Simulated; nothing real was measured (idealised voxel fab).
process module | voxel released beams
Section shown: cut. Width: 265 nm. Cell size: 5 nm, square.
Heads up, the way a cross-section reads in here is a grid of square cells, handed over as bands from the top down, with every band being one or more rows of cells.
This entry defines a band. It first specifies the height of the band's top and the height of its bottom in nm, and then specifies the band's materials from left to right, stating each material with its width in nm. The word "edge to edge" identifies a single material that fills the band from edge to edge, while the word "air" identifies empty space.
Height reference: 0 = level under which incoming wafer is all one material. Lowest band: no bottom, runs on downward, e.g. "0 down".
Note: "30->40" means the width goes from the first number (top row of the band) to the second number (bottom row) in equal steps per row of cells.
Basically "nothing different" means that step didn't change any cell in the cross-section.
"closed voids" - sealed voids, min. 8 cells, no opening to top; format: width x height at distance (distance from left edge; nm throughout).
It should be noted that, on the line of a given step, the content following the step's settings is a remark produced by the simulator itself with respect to that step.
Steps that use a mask can have "overlay nm" on their line. It says how far the mask sat to the right of where it was meant to be. Negative means to the left.
[Planned step list for the process]
1) RECEIVE,material Si
2) CONFORMAL_DEP,material SiN,thk nm 10
3) DIRECTIONAL_DEP,material SiO2,thk nm 15
4) DIRECTIONAL_DEP,material aC,thk nm 15
5) PATTERN,tone open,mask id ANCHOR,material resist,width nm 25,thk nm 35,overlay nm 0
6) DIRECTIONAL_ETCH,etch materials aC,depth nm 15
7) STRIP,etch materials resist
8) DIRECTIONAL_ETCH,etch materials SiO2,depth nm 15
9) STRIP,etch materials aC
10) CONFORMAL_DEP,material polySi,thk nm 10
11) PATTERN,tone cover,mask id BEAM,material resist,width nm 70,thk nm 20,overlay nm 0
12) DIRECTIONAL_ETCH,etch materials polySi,depth nm 10
13) STRIP,etch materials resist
14) STRIP,etch materials SiO2
[Wafer at receipt (post step 1), cross-section]
0 down  Si edge to edge
closed voids: none
[Look at the cross-section after the module: the wafer started out the way shown above and the plan was the one shown above, yet one mistake was made along the way]
35 to 25  95 air  10 polySi  15 air  45 polySi  100 air
25 to 20  95 air  10 polySi  15 air  10 polySi  135 air
20 to 10  95 air  35 polySi  135 air
10 to 0  SiN edge to edge
0 down  Si edge to edge
closed voids: none
Heads up, the wafer didn't run the way we planned it: step 5 ran with different settings than intended, the actual operation and settings being PATTERN,tone open,mask id ANCHOR,material resist,width nm 35,thk nm 35,overlay nm 0
